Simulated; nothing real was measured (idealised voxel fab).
process module | voxel wiring stack
cross-section cut | 270 nm wide | cells 5 nm
A cross-section is a grid of square cells, given in bands from the top down. A band is one or more rows of cells.
Each band's line starts with the height of the band's top and of its bottom, in nm. Then come its materials from left to right, each with its width in nm. One material with "throughout" fills the band from edge to edge. "air" is empty space.
Height 0 is the level under which the wafer as received is all one material. The lowest band goes on downwards, as in "0 down".
A width such as "30 to 40" changes by the same amount from each row of cells to the next, from the band's top row to its bottom row.
"no change" after a step means that no cell of the cross-section changed.
closed voids: empty space of 8 cells or more with no open way to the top, each as width x height at its distance from the left edge, in nm
after a step's settings: what the simulator itself notes on the step
overlay nm, on a step with a mask: how far to the right of its planned place the mask lay; to the left if negative
Each pair below shows a cross-section before one step and the cross-section after it, down to the lowest band that changed. The line under each pair gives the step between them, with its settings. The pairs can come from different runs of this module on the same starting wafer, so a pair continues from the pair above only where its "before" says so.
before
  0 down: Si throughout
  closed voids: none
after
  15 to 0: SiO2 throughout
  below 0: unchanged
  closed voids: none
the step between: op CONFORMAL_DEP | material SiO2 | thk nm 15
before: the cross-section after the pair above
after
  20 to 15: SiN throughout
  below 15: unchanged
  closed voids: none
the step between: op CONFORMAL_DEP | material SiN | thk nm 5
before: the cross-section after the pair above
after
  45 to 20: lowk throughout
  below 20: unchanged
  closed voids: none
the step between: op DIRECTIONAL_DEP | material lowk | thk nm 25
before: the cross-section after the pair above
after
  60 to 45: aC throughout
  below 45: unchanged
  closed voids: none
the step between: op DIRECTIONAL_DEP | material aC | thk nm 15
before: the cross-section after the pair above
after
  90 to 60: resist 95 | air 30 | resist 20 | air 30 | resist 95
  below 60: unchanged
  closed voids: none
the step between: op PATTERN | tone open | mask id METAL_1 | material resist | width nm 30 | pitch nm 50 | thk nm 30 | overlay nm 0
before: the cross-section after the pair above
after
  75 to 60: resist 95 | air 30 | resist 20 | air 30 | resist 95
  60 to 45: aC 95 | air 30 | aC 20 | air 30 | aC 95
  below 45: unchanged
  closed voids: none
the step between: op DIRECTIONAL_ETCH | etch materials aC | depth nm 15
before: the cross-section after the pair above
after
  60 to 45: aC 95 | air 30 | aC 20 | air 30 | aC 95
  below 45: unchanged
  closed voids: none
the step between: op STRIP | etch materials resist
before: the cross-section after the pair above
after
  60 to 45: aC 95 | air 30 | aC 20 | air 30 | aC 95
  45 to 20: lowk 95 | air 30 | lowk 20 | air 30 | lowk 95
  below 20: unchanged
  closed voids: none
the step between: op DIRECTIONAL_ETCH | etch materials lowk | depth nm 25
before: the cross-section after the pair above
after
  60 to 45: aC 95 | air 30 | aC 20 | air 30 | aC 95
  45 to 20: lowk 95 | air 30 | lowk 20 | air 30 | lowk 95
  20 to 15: SiN 95 | air 30 | SiN 20 | air 30 | SiN 95
  below 15: unchanged
  closed voids: none
the step between: op DIRECTIONAL_ETCH | etch materials SiN | depth nm 5
before: the cross-section after the pair above
after
  45 to 20: lowk 95 | air 30 | lowk 20 | air 30 | lowk 95
  below 20: unchanged
  closed voids: none
the step between: op STRIP | etch materials aC
before: the cross-section after the pair above
after
  50 to 45: TiN 100 | air 20 | TiN 30 | air 20 | TiN 100
  45 to 20: lowk 95 | TiN 5 | air 20 | TiN 5 | lowk 20 | TiN 5 | air 20 | TiN 5 | lowk 95
  20 to 15: SiN 95 | TiN 30 | SiN 20 | TiN 30 | SiN 95
  below 15: unchanged
  closed voids: none
the step between: op CONFORMAL_DEP | material TiN | thk nm 5
before: the cross-section after the pair above
after
  60 to 50: Cu throughout
  50 to 45: TiN 100 | Cu 20 | TiN 30 | Cu 20 | TiN 100
  45 to 20: lowk 95 | TiN 5 | Cu 20 | TiN 5 | lowk 20 | TiN 5 | Cu 20 | TiN 5 | lowk 95
  below 20: unchanged
  closed voids: none
the step between: op FILL_DEP | material Cu | thk nm 10
before: the cross-section after the pair above
after
  45 to 20: lowk 95 | TiN 5 | Cu 20 | TiN 5 | lowk 20 | TiN 5 | Cu 20 | TiN 5 | lowk 95
  below 20: unchanged
  closed voids: none
the step between: op CMP | height nm 45
before: the cross-section after the pair above
after
  50 to 45: SiCN throughout
  below 45: unchanged
  closed voids: none
the step between: op CONFORMAL_DEP | material SiCN | thk nm 5
before: the cross-section after the pair above
after
  65 to 50: SiO2 throughout
  below 50: unchanged
  closed voids: none
the step between: op DIRECTIONAL_DEP | material SiO2 | thk nm 15
before: the cross-section after the pair above
after
  80 to 65: aC throughout
  below 65: unchanged
  closed voids: none
the step between: op DIRECTIONAL_DEP | material aC | thk nm 15
before: the cross-section after the pair above
after
  110 to 80: resist 95 | air 15 | resist 35 | air 15 | resist 110
  below 80: unchanged
  closed voids: none
the step between: op PATTERN | tone open | mask id PLUG_1 | material resist | width nm 15 | pitch nm 50 | thk nm 30 | overlay nm 0
before: the cross-section after the pair above
after
  95 to 80: resist 95 | air 15 | resist 35 | air 15 | resist 110
  80 to 65: aC 95 | air 15 | aC 35 | air 15 | aC 110
  below 65: unchanged
  closed voids: none
the step between: op DIRECTIONAL_ETCH | etch materials aC | depth nm 15
before: the cross-section after the pair above
after
  80 to 65: aC 95 | air 15 | aC 35 | air 15 | aC 110
  below 65: unchanged
  closed voids: none
the step between: op STRIP | etch materials resist
before: the cross-section after the pair above
after
  80 to 65: aC 95 | air 15 | aC 35 | air 15 | aC 110
  65 to 50: SiO2 95 | air 15 | SiO2 35 | air 15 | SiO2 110
  below 50: unchanged
  closed voids: none
the step between: op DIRECTIONAL_ETCH | etch materials SiO2 | depth nm 15
before: the cross-section after the pair above
after
  80 to 65: aC 95 | air 15 | aC 35 | air 15 | aC 110
  65 to 50: SiO2 95 | air 15 | SiO2 35 | air 15 | SiO2 110
  50 to 45: SiCN 95 | air 15 | SiCN 35 | air 15 | SiCN 110
  below 45: unchanged
  closed voids: none
the step between: op DIRECTIONAL_ETCH | etch materials SiCN | depth nm 5
before: the cross-section after the pair above
after
  65 to 50: SiO2 95 | air 15 | SiO2 35 | air 15 | SiO2 110
  below 50: unchanged
  closed voids: none
the step between: op STRIP | etch materials aC
before: the cross-section after the pair above
after
  70 to 65: TiN 100 | air 5 | TiN 45 | air 5 | TiN 115
  65 to 50: SiO2 95 | TiN 5 | air 5 | TiN 5 | SiO2 35 | TiN 5 | air 5 | TiN 5 | SiO2 110
  50 to 45: SiCN 95 | TiN 15 | SiCN 35 | TiN 15 | SiCN 110
  below 45: unchanged
  closed voids: none
the step between: op CONFORMAL_DEP | material TiN | thk nm 5
before: the cross-section after the pair above
after
  75 to 70: W throughout
  70 to 65: TiN 100 | W 5 | TiN 45 | W 5 | TiN 115
  65 to 50: SiO2 95 | TiN 5 | W 5 | TiN 5 | SiO2 35 | TiN 5 | W 5 | TiN 5 | SiO2 110
  below 50: unchanged
  closed voids: none
the step between: op FILL_DEP | material W | thk nm 5
before: the cross-section after the pair above
after
  65 to 50: SiO2 95 | TiN 5 | W 5 | TiN 5 | SiO2 35 | TiN 5 | W 5 | TiN 5 | SiO2 110
  below 50: unchanged
  closed voids: none
the step between: op CMP | height nm 65
before: the cross-section after the pair above
after
  70 to 65: TiN throughout
  below 65: unchanged
  closed voids: none
the step between: op DIRECTIONAL_DEP | material TiN | thk nm 5
before: the cross-section after the pair above
after
  90 to 70: Ru throughout
  below 70: unchanged
  closed voids: none
the step between: op DIRECTIONAL_DEP | material Ru | thk nm 20
before: the cross-section after the pair above
after
  90 to 70: air 95 | Ru 30 | air 20 | Ru 30 | air 95
  below 70: unchanged
  closed voids: none
the step between: op MASKED_ETCH | tone cover | mask id METAL_2 | width nm 30 | pitch nm 50 | etch materials Ru | depth nm 20 | overlay nm 0
before: the cross-section after the pair above
after
  90 to 70: air 95 | Ru 30 | air 20 | Ru 30 | air 95
  70 to 65: air 95 | TiN 30 | air 20 | TiN 30 | air 95
  below 65: unchanged
  closed voids: none
the step between: op MASKED_ETCH | tone cover | mask id METAL_2 | width nm 30 | pitch nm 50 | etch materials TiN | depth nm 5 | overlay nm 0
before: the cross-section after the pair above
after
  100 to 90: lowk throughout
  90 to 70: lowk 95 | Ru 30 | lowk 20 | Ru 30 | lowk 95
  70 to 65: lowk 95 | TiN 30 | lowk 20 | TiN 30 | lowk 95
  below 65: unchanged
  closed voids: none
the step between: op FILL_DEP | material lowk | thk nm 10
before: the cross-section after the pair above
after
  90 to 70: lowk 95 | Ru 30 | lowk 20 | Ru 30 | lowk 95
  below 70: unchanged
  closed voids: none
the step between: op CMP | height nm 90
before: the cross-section after the pair above
after
  95 to 90: SiCN throughout
  below 90: unchanged
  closed voids: none
the step between: op CONFORMAL_DEP | material SiCN | thk nm 5
before: the cross-section after the pair above
after
  110 to 95: SiO2 throughout
  below 95: unchanged
  closed voids: none
the step between: op DIRECTIONAL_DEP | material SiO2 | thk nm 15
before: the cross-section after the pair above
after
  125 to 110: aC throughout
  below 110: unchanged
  closed voids: none
the step between: op DIRECTIONAL_DEP | material aC | thk nm 15
before: the cross-section after the pair above
after
  155 to 125: resist 95 | air 15 | resist 160
  below 125: unchanged
  closed voids: none
the step between: op PATTERN | tone open | mask id PLUG_2 | material resist | width nm 15 | thk nm 30 | overlay nm 0
before: the cross-section after the pair above
after
  140 to 125: resist 95 | air 15 | resist 160
  125 to 110: aC 95 | air 15 | aC 160
  below 110: unchanged
  closed voids: none
the step between: op DIRECTIONAL_ETCH | etch materials aC | depth nm 15
before: the cross-section after the pair above
after
  125 to 110: aC 95 | air 15 | aC 160
  below 110: unchanged
  closed voids: none
the step between: op STRIP | etch materials resist
before: the cross-section after the pair above
after
  125 to 110: aC 95 | air 15 | aC 160
  110 to 95: SiO2 95 | air 15 | SiO2 160
  below 95: unchanged
  closed voids: none
the step between: op DIRECTIONAL_ETCH | etch materials SiO2 | depth nm 15
before: the cross-section after the pair above
after
  125 to 110: aC 95 | air 15 | aC 160
  110 to 95: SiO2 95 | air 15 | SiO2 160
  95 to 90: SiCN 95 | air 15 | SiCN 160
  below 90: unchanged
  closed voids: none
the step between: op DIRECTIONAL_ETCH | etch materials SiCN | depth nm 5
before: the cross-section after the pair above
after
  110 to 95: SiO2 95 | air 15 | SiO2 160
  below 95: unchanged
  closed voids: none
the step between: op STRIP | etch materials aC
before: the cross-section after the pair above
after
  115 to 110: TiN 100 | air 5 | TiN 165
  110 to 95: SiO2 95 | TiN 5 | air 5 | TiN 5 | SiO2 160
  95 to 90: SiCN 95 | TiN 15 | SiCN 160
  below 90: unchanged
  closed voids: none
the step between: op CONFORMAL_DEP | material TiN | thk nm 5
before: the cross-section after the pair above
after
  120 to 115: W throughout
  115 to 110: TiN 100 | W 5 | TiN 165
  110 to 95: SiO2 95 | TiN 5 | W 5 | TiN 5 | SiO2 160
  below 95: unchanged
  closed voids: none
the step between: op FILL_DEP | material W | thk nm 5
before: the cross-section after the pair above
after
  110 to 95: SiO2 95 | TiN 5 | W 5 | TiN 5 | SiO2 160
  below 95: unchanged
  closed voids: none
the step between: op CMP | height nm 110
before: the cross-section after the pair above
after
  115 to 110: TiN throughout
  below 110: unchanged
  closed voids: none
the step between: op DIRECTIONAL_DEP | material TiN | thk nm 5
before: the cross-section after the pair above
after
  130 to 115: Ru throughout
  below 115: unchanged
  closed voids: none
the step between: op DIRECTIONAL_DEP | material Ru | thk nm 15
before: the cross-section after the pair above
after
  145 to 130: air 95 | resist 30 | air 20 | resist 30 | air 95
  below 130: unchanged
  closed voids: none
the step between: op PATTERN | tone cover | mask id METAL_3 | material resist | width nm 30 | pitch nm 50 | thk nm 15 | overlay nm 0
before: the cross-section after the pair above
after
  145 to 130: air 95 | resist 30 | air 20 | resist 30 | air 95
  130 to 115: air 95 | Ru 30 | air 20 | Ru 30 | air 95
  below 115: unchanged
  closed voids: none
the step between: op DIRECTIONAL_ETCH | etch materials Ru | depth nm 15
before: the cross-section after the pair above
after
  145 to 130: air 95 | resist 30 | air 20 | resist 30 | air 95
  130 to 115: air 95 | Ru 30 | air 20 | Ru 30 | air 95
  115 to 110: air 95 | TiN 30 | air 20 | TiN 30 | air 95
  below 110: unchanged
  closed voids: none
the step between: op DIRECTIONAL_ETCH | etch materials TiN | depth nm 5
before: the cross-section after the pair above
after
  130 to 115: air 95 | Ru 30 | air 20 | Ru 30 | air 95
  below 115: unchanged
  closed voids: none
the step between: op STRIP | etch materials resist
before: the cross-section after the pair above
after
  135 to 130: air 90 | SiCN 40 | air 10 | SiCN 40 | air 90
  130 to 115: air 90 | SiCN 5 | Ru 30 | SiCN 5 | air 10 | SiCN 5 | Ru 30 | SiCN 5 | air 90
  115 to 110: SiCN 95 | TiN 30 | SiCN 20 | TiN 30 | SiCN 95
  below 110: unchanged
  closed voids: none
the step between: op CONFORMAL_DEP | material SiCN | thk nm 5
before: the cross-section after the pair above
after
  145 to 135: lowk throughout
  135 to 130: lowk 90 | SiCN 40 | lowk 10 | SiCN 40 | lowk 90
  130 to 115: lowk 90 | SiCN 5 | Ru 30 | SiCN 5 | lowk 10 | SiCN 5 | Ru 30 | SiCN 5 | lowk 90
  below 115: unchanged
  closed voids: none
the step between: op FILL_DEP | material lowk | thk nm 10
before: the cross-section after the pair above
after
  130 to 115: lowk 90 | SiCN 5 | Ru 30 | SiCN 5 | lowk 10 | SiCN 5 | Ru 30 | SiCN 5 | lowk 90
  below 115: unchanged
  closed voids: none
the step between: op CMP | height nm 130
before: the cross-section after the pair above
after
  135 to 130: SiCN throughout
  below 130: unchanged
  closed voids: none
the step between: op CONFORMAL_DEP | material SiCN | thk nm 5
before
  60 to 50: Cu throughout
  50 to 45: TiN 100 | Cu 20 | TiN 30 | Cu 20 | TiN 100
  45 to 20: lowk 95 | TiN 5 | Cu 20 | TiN 5 | lowk 20 | TiN 5 | Cu 20 | TiN 5 | lowk 95
  20 to 15: SiN 95 | TiN 30 | SiN 20 | TiN 30 | SiN 95
  15 to 0: SiO2 throughout
  0 down: Si throughout
  closed voids: none
after
  65 to 60: SiCN throughout
  below 60: unchanged
  closed voids: none
the step between: op CONFORMAL_DEP | material SiCN | thk nm 5
before: the cross-section after the pair above
after
  80 to 65: SiO2 throughout
  below 65: unchanged
  closed voids: none
the step between: op DIRECTIONAL_DEP | material SiO2 | thk nm 15
before: the cross-section after the pair above
after
  95 to 80: aC throughout
  below 80: unchanged
  closed voids: none
the step between: op DIRECTIONAL_DEP | material aC | thk nm 15
before: the cross-section after the pair above
after
  125 to 95: resist 95 | air 15 | resist 35 | air 15 | resist 110
  below 95: unchanged
  closed voids: none
the step between: op PATTERN | tone open | mask id PLUG_1 | material resist | width nm 15 | pitch nm 50 | thk nm 30 | overlay nm 0
before: the cross-section after the pair above
after
  110 to 95: resist 95 | air 15 | resist 35 | air 15 | resist 110
  95 to 80: aC 95 | air 15 | aC 35 | air 15 | aC 110
  below 80: unchanged
  closed voids: none
the step between: op DIRECTIONAL_ETCH | etch materials aC | depth nm 15
before: the cross-section after the pair above
after
  95 to 80: aC 95 | air 15 | aC 35 | air 15 | aC 110
  below 80: unchanged
  closed voids: none
the step between: op STRIP | etch materials resist
before: the cross-section after the pair above
after
  95 to 80: aC 95 | air 15 | aC 35 | air 15 | aC 110
  80 to 65: SiO2 95 | air 15 | SiO2 35 | air 15 | SiO2 110
  below 65: unchanged
  closed voids: none
the step between: op DIRECTIONAL_ETCH | etch materials SiO2 | depth nm 15
before: the cross-section after the pair above
after
  95 to 80: aC 95 | air 15 | aC 35 | air 15 | aC 110
  80 to 65: SiO2 95 | air 15 | SiO2 35 | air 15 | SiO2 110
  65 to 60: SiCN 95 | air 15 | SiCN 35 | air 15 | SiCN 110
  below 60: unchanged
  closed voids: none
the step between: op DIRECTIONAL_ETCH | etch materials SiCN | depth nm 5
before: the cross-section after the pair above
after
  80 to 65: SiO2 95 | air 15 | SiO2 35 | air 15 | SiO2 110
  below 65: unchanged
  closed voids: none
the step between: op STRIP | etch materials aC
before: the cross-section after the pair above
after
  85 to 80: TiN 100 | air 5 | TiN 45 | air 5 | TiN 115
  80 to 65: SiO2 95 | TiN 5 | air 5 | TiN 5 | SiO2 35 | TiN 5 | air 5 | TiN 5 | SiO2 110
  65 to 60: SiCN 95 | TiN 15 | SiCN 35 | TiN 15 | SiCN 110
  below 60: unchanged
  closed voids: none
the step between: op CONFORMAL_DEP | material TiN | thk nm 5
before: the cross-section after the pair above
after
  90 to 85: W throughout
  85 to 80: TiN 100 | W 5 | TiN 45 | W 5 | TiN 115
  80 to 65: SiO2 95 | TiN 5 | W 5 | TiN 5 | SiO2 35 | TiN 5 | W 5 | TiN 5 | SiO2 110
  below 65: unchanged
  closed voids: none
the step between: op FILL_DEP | material W | thk nm 5
before: the cross-section after the pair above
after
  65 to 60: SiCN 95 | TiN 15 | SiCN 35 | TiN 15 | SiCN 110
  below 60: unchanged
  closed voids: none
the step between: op CMP | height nm 65
before: the cross-section after the pair above
after
  70 to 65: TiN throughout
  below 65: unchanged
  closed voids: none
the step between: op DIRECTIONAL_DEP | material TiN | thk nm 5
before: the cross-section after the pair above
after
  90 to 70: Ru throughout
  below 70: unchanged
  closed voids: none
the step between: op DIRECTIONAL_DEP | material Ru | thk nm 20
before: the cross-section after the pair above
after
  90 to 70: air 95 | Ru 30 | air 20 | Ru 30 | air 95
  below 70: unchanged
  closed voids: none
the step between: op MASKED_ETCH | tone cover | mask id METAL_2 | width nm 30 | pitch nm 50 | etch materials Ru | depth nm 20 | overlay nm 0
before: the cross-section after the pair above
after
  90 to 70: air 95 | Ru 30 | air 20 | Ru 30 | air 95
  70 to 65: air 95 | TiN 30 | air 20 | TiN 30 | air 95
  below 65: unchanged
  closed voids: none
the step between: op MASKED_ETCH | tone cover | mask id METAL_2 | width nm 30 | pitch nm 50 | etch materials TiN | depth nm 5 | overlay nm 0
before: the cross-section after the pair above
after
  100 to 90: lowk throughout
  90 to 70: lowk 95 | Ru 30 | lowk 20 | Ru 30 | lowk 95
  70 to 65: lowk 95 | TiN 30 | lowk 20 | TiN 30 | lowk 95
  below 65: unchanged
  closed voids: none
the step between: op FILL_DEP | material lowk | thk nm 10
before: the cross-section after the pair above
after
  90 to 70: lowk 95 | Ru 30 | lowk 20 | Ru 30 | lowk 95
  below 70: unchanged
  closed voids: none
the step between: op CMP | height nm 90
before: the cross-section after the pair above
after
  95 to 90: SiCN throughout
  below 90: unchanged
  closed voids: none
the step between: op CONFORMAL_DEP | material SiCN | thk nm 5
before: the cross-section after the pair above
after
  110 to 95: SiO2 throughout
  below 95: unchanged
  closed voids: none
the step between: op DIRECTIONAL_DEP | material SiO2 | thk nm 15
before: the cross-section after the pair above
after
  125 to 110: aC throughout
  below 110: unchanged
  closed voids: none
the step between: op DIRECTIONAL_DEP | material aC | thk nm 15
before: the cross-section after the pair above
after
  155 to 125: resist 95 | air 15 | resist 160
  below 125: unchanged
  closed voids: none
the step between: op PATTERN | tone open | mask id PLUG_2 | material resist | width nm 15 | thk nm 30 | overlay nm 0
before: the cross-section after the pair above
after
  140 to 125: resist 95 | air 15 | resist 160
  125 to 110: aC 95 | air 15 | aC 160
  below 110: unchanged
  closed voids: none
the step between: op DIRECTIONAL_ETCH | etch materials aC | depth nm 15
before: the cross-section after the pair above
after
  125 to 110: aC 95 | air 15 | aC 160
  below 110: unchanged
  closed voids: none
the step between: op STRIP | etch materials resist
before: the cross-section after the pair above
after
  125 to 110: aC 95 | air 15 | aC 160
  110 to 95: SiO2 95 | air 15 | SiO2 160
  below 95: unchanged
  closed voids: none
the step between: op DIRECTIONAL_ETCH | etch materials SiO2 | depth nm 15
before: the cross-section after the pair above
after
  125 to 110: aC 95 | air 15 | aC 160
  110 to 95: SiO2 95 | air 15 | SiO2 160
  95 to 90: SiCN 95 | air 15 | SiCN 160
  below 90: unchanged
  closed voids: none
the step between: op DIRECTIONAL_ETCH | etch materials SiCN | depth nm 5
before: the cross-section after the pair above
after
  110 to 95: SiO2 95 | air 15 | SiO2 160
  below 95: unchanged
  closed voids: none
the step between: op STRIP | etch materials aC
before: the cross-section after the pair above
after
  115 to 110: TiN 100 | air 5 | TiN 165
  110 to 95: SiO2 95 | TiN 5 | air 5 | TiN 5 | SiO2 160
  95 to 90: SiCN 95 | TiN 15 | SiCN 160
  below 90: unchanged
  closed voids: none
the step between: op CONFORMAL_DEP | material TiN | thk nm 5
before: the cross-section after the pair above
after
  120 to 115: W throughout
  115 to 110: TiN 100 | W 5 | TiN 165
  110 to 95: SiO2 95 | TiN 5 | W 5 | TiN 5 | SiO2 160
  below 95: unchanged
  closed voids: none
the step between: op FILL_DEP | material W | thk nm 5
before: the cross-section after the pair above
after
  110 to 95: SiO2 95 | TiN 5 | W 5 | TiN 5 | SiO2 160
  below 95: unchanged
  closed voids: none
the step between: op CMP | height nm 110
before: the cross-section after the pair above
after
  115 to 110: TiN throughout
  below 110: unchanged
  closed voids: none
the step between: op DIRECTIONAL_DEP | material TiN | thk nm 5
before: the cross-section after the pair above
after
  130 to 115: Ru throughout
  below 115: unchanged
  closed voids: none
the step between: op DIRECTIONAL_DEP | material Ru | thk nm 15
before: the cross-section after the pair above
after
  145 to 130: air 95 | resist 30 | air 20 | resist 30 | air 95
  below 130: unchanged
  closed voids: none
the step between: op PATTERN | tone cover | mask id METAL_3 | material resist | width nm 30 | pitch nm 50 | thk nm 15 | overlay nm 0
before: the cross-section after the pair above
after
  145 to 130: air 95 | resist 30 | air 20 | resist 30 | air 95
  130 to 115: air 95 | Ru 30 | air 20 | Ru 30 | air 95
  below 115: unchanged
  closed voids: none
the step between: op DIRECTIONAL_ETCH | etch materials Ru | depth nm 15
before: the cross-section after the pair above
after
  145 to 130: air 95 | resist 30 | air 20 | resist 30 | air 95
  130 to 115: air 95 | Ru 30 | air 20 | Ru 30 | air 95
  115 to 110: air 95 | TiN 30 | air 20 | TiN 30 | air 95
  below 110: unchanged
  closed voids: none
the step between: op DIRECTIONAL_ETCH | etch materials TiN | depth nm 5
before: the cross-section after the pair above
after
  130 to 115: air 95 | Ru 30 | air 20 | Ru 30 | air 95
  below 115: unchanged
  closed voids: none
the step between: op STRIP | etch materials resist
before: the cross-section after the pair above
after
  135 to 130: air 90 | SiCN 40 | air 10 | SiCN 40 | air 90
  130 to 115: air 90 | SiCN 5 | Ru 30 | SiCN 5 | air 10 | SiCN 5 | Ru 30 | SiCN 5 | air 90
  115 to 110: SiCN 95 | TiN 30 | SiCN 20 | TiN 30 | SiCN 95
  below 110: unchanged
  closed voids: none
the step between: op CONFORMAL_DEP | material SiCN | thk nm 5
before: the cross-section after the pair above
after
  145 to 135: lowk throughout
  135 to 130: lowk 90 | SiCN 40 | lowk 10 | SiCN 40 | lowk 90
  130 to 115: lowk 90 | SiCN 5 | Ru 30 | SiCN 5 | lowk 10 | SiCN 5 | Ru 30 | SiCN 5 | lowk 90
  below 115: unchanged
  closed voids: none
the step between: op FILL_DEP | material lowk | thk nm 10
before: the cross-section after the pair above
after
  130 to 115: lowk 90 | SiCN 5 | Ru 30 | SiCN 5 | lowk 10 | SiCN 5 | Ru 30 | SiCN 5 | lowk 90
  below 115: unchanged
  closed voids: none
the step between: op CMP | height nm 130
before: the cross-section after the pair above
after
  135 to 130: SiCN throughout
  below 130: unchanged
  closed voids: none
the step between: op CONFORMAL_DEP | material SiCN | thk nm 5
before
  15 to 0: SiO2 throughout
  0 down: Si throughout
  closed voids: none
after
  30 to 0: SiO2 throughout
  below 0: unchanged
  closed voids: none
the step between: op CONFORMAL_DEP | material SiO2 | thk nm 15
before: the cross-section after the pair above
after
  35 to 30: SiN throughout
  below 30: unchanged
  closed voids: none
the step between: op CONFORMAL_DEP | material SiN | thk nm 5
before: the cross-section after the pair above
after
  60 to 35: lowk throughout
  below 35: unchanged
  closed voids: none
the step between: op DIRECTIONAL_DEP | material lowk | thk nm 25
before: the cross-section after the pair above
after
  75 to 60: aC throughout
  below 60: unchanged
  closed voids: none
the step between: op DIRECTIONAL_DEP | material aC | thk nm 15
before: the cross-section after the pair above
after
  105 to 75: resist 95 | air 30 | resist 20 | air 30 | resist 95
  below 75: unchanged
  closed voids: none
the step between: op PATTERN | tone open | mask id METAL_1 | material resist | width nm 30 | pitch nm 50 | thk nm 30 | overlay nm 0
before: the cross-section after the pair above
after
  90 to 75: resist 95 | air 30 | resist 20 | air 30 | resist 95
  75 to 60: aC 95 | air 30 | aC 20 | air 30 | aC 95
  below 60: unchanged
  closed voids: none
the step between: op DIRECTIONAL_ETCH | etch materials aC | depth nm 15
before: the cross-section after the pair above
after
  75 to 60: aC 95 | air 30 | aC 20 | air 30 | aC 95
  below 60: unchanged
  closed voids: none
the step between: op STRIP | etch materials resist
before: the cross-section after the pair above
after
  75 to 60: aC 95 | air 30 | aC 20 | air 30 | aC 95
  60 to 35: lowk 95 | air 30 | lowk 20 | air 30 | lowk 95
  below 35: unchanged
  closed voids: none
the step between: op DIRECTIONAL_ETCH | etch materials lowk | depth nm 25
before: the cross-section after the pair above
after
  75 to 60: aC 95 | air 30 | aC 20 | air 30 | aC 95
  60 to 35: lowk 95 | air 30 | lowk 20 | air 30 | lowk 95
  35 to 30: SiN 95 | air 30 | SiN 20 | air 30 | SiN 95
  below 30: unchanged
  closed voids: none
the step between: op DIRECTIONAL_ETCH | etch materials SiN | depth nm 5
before: the cross-section after the pair above
after
  60 to 35: lowk 95 | air 30 | lowk 20 | air 30 | lowk 95
  below 35: unchanged
  closed voids: none
the step between: op STRIP | etch materials aC
before: the cross-section after the pair above
after
  65 to 60: TiN 100 | air 20 | TiN 30 | air 20 | TiN 100
  60 to 35: lowk 95 | TiN 5 | air 20 | TiN 5 | lowk 20 | TiN 5 | air 20 | TiN 5 | lowk 95
  35 to 30: SiN 95 | TiN 30 | SiN 20 | TiN 30 | SiN 95
  below 30: unchanged
  closed voids: none
the step between: op CONFORMAL_DEP | material TiN | thk nm 5
before: the cross-section after the pair above
after
  75 to 65: Cu throughout
  65 to 60: TiN 100 | Cu 20 | TiN 30 | Cu 20 | TiN 100
  60 to 35: lowk 95 | TiN 5 | Cu 20 | TiN 5 | lowk 20 | TiN 5 | Cu 20 | TiN 5 | lowk 95
  below 35: unchanged
  closed voids: none
the step between: op FILL_DEP | material Cu | thk nm 10
before: the cross-section after the pair above
after
  45 to 35: lowk 95 | TiN 5 | Cu 20 | TiN 5 | lowk 20 | TiN 5 | Cu 20 | TiN 5 | lowk 95
  below 35: unchanged
  closed voids: none
the step between: op CMP | height nm 45
before: the cross-section after the pair above
after
  50 to 45: SiCN throughout
  below 45: unchanged
  closed voids: none
the step between: op CONFORMAL_DEP | material SiCN | thk nm 5
before: the cross-section after the pair above
after
  65 to 50: SiO2 throughout
  below 50: unchanged
  closed voids: none
the step between: op DIRECTIONAL_DEP | material SiO2 | thk nm 15
before: the cross-section after the pair above
after
  80 to 65: aC throughout
  below 65: unchanged
  closed voids: none
the step between: op DIRECTIONAL_DEP | material aC | thk nm 15
before: the cross-section after the pair above
after
  110 to 80: resist 95 | air 15 | resist 35 | air 15 | resist 110
  below 80: unchanged
  closed voids: none
the step between: op PATTERN | tone open | mask id PLUG_1 | material resist | width nm 15 | pitch nm 50 | thk nm 30 | overlay nm 0
before: the cross-section after the pair above
after
  95 to 80: resist 95 | air 15 | resist 35 | air 15 | resist 110
  80 to 65: aC 95 | air 15 | aC 35 | air 15 | aC 110
  below 65: unchanged
  closed voids: none
the step between: op DIRECTIONAL_ETCH | etch materials aC | depth nm 15
before: the cross-section after the pair above
after
  80 to 65: aC 95 | air 15 | aC 35 | air 15 | aC 110
  below 65: unchanged
  closed voids: none
the step between: op STRIP | etch materials resist
before: the cross-section after the pair above
after
  80 to 65: aC 95 | air 15 | aC 35 | air 15 | aC 110
  65 to 50: SiO2 95 | air 15 | SiO2 35 | air 15 | SiO2 110
  below 50: unchanged
  closed voids: none
the step between: op DIRECTIONAL_ETCH | etch materials SiO2 | depth nm 15
before: the cross-section after the pair above
after
  80 to 65: aC 95 | air 15 | aC 35 | air 15 | aC 110
  65 to 50: SiO2 95 | air 15 | SiO2 35 | air 15 | SiO2 110
  50 to 45: SiCN 95 | air 15 | SiCN 35 | air 15 | SiCN 110
  below 45: unchanged
  closed voids: none
the step between: op DIRECTIONAL_ETCH | etch materials SiCN | depth nm 5
before: the cross-section after the pair above
after
  65 to 50: SiO2 95 | air 15 | SiO2 35 | air 15 | SiO2 110
  below 50: unchanged
  closed voids: none
the step between: op STRIP | etch materials aC
before: the cross-section after the pair above
after
  70 to 65: TiN 100 | air 5 | TiN 45 | air 5 | TiN 115
  65 to 50: SiO2 95 | TiN 5 | air 5 | TiN 5 | SiO2 35 | TiN 5 | air 5 | TiN 5 | SiO2 110
  50 to 45: SiCN 95 | TiN 15 | SiCN 35 | TiN 15 | SiCN 110
  below 45: unchanged
  closed voids: none
the step between: op CONFORMAL_DEP | material TiN | thk nm 5
before: the cross-section after the pair above
after
  75 to 70: W throughout
  70 to 65: TiN 100 | W 5 | TiN 45 | W 5 | TiN 115
  65 to 50: SiO2 95 | TiN 5 | W 5 | TiN 5 | SiO2 35 | TiN 5 | W 5 | TiN 5 | SiO2 110
  below 50: unchanged
  closed voids: none
the step between: op FILL_DEP | material W | thk nm 5
before: the cross-section after the pair above
after
  65 to 50: SiO2 95 | TiN 5 | W 5 | TiN 5 | SiO2 35 | TiN 5 | W 5 | TiN 5 | SiO2 110
  below 50: unchanged
  closed voids: none
the step between: op CMP | height nm 65
before: the cross-section after the pair above
after
  70 to 65: TiN throughout
  below 65: unchanged
  closed voids: none
the step between: op DIRECTIONAL_DEP | material TiN | thk nm 5
before: the cross-section after the pair above
after
  90 to 70: Ru throughout
  below 70: unchanged
  closed voids: none
the step between: op DIRECTIONAL_DEP | material Ru | thk nm 20
before: the cross-section after the pair above
after
  90 to 70: air 95 | Ru 30 | air 20 | Ru 30 | air 95
  below 70: unchanged
  closed voids: none
the step between: op MASKED_ETCH | tone cover | mask id METAL_2 | width nm 30 | pitch nm 50 | etch materials Ru | depth nm 20 | overlay nm 0
before: the cross-section after the pair above
after
  90 to 70: air 95 | Ru 30 | air 20 | Ru 30 | air 95
  70 to 65: air 95 | TiN 30 | air 20 | TiN 30 | air 95
  below 65: unchanged
  closed voids: none
the step between: op MASKED_ETCH | tone cover | mask id METAL_2 | width nm 30 | pitch nm 50 | etch materials TiN | depth nm 5 | overlay nm 0
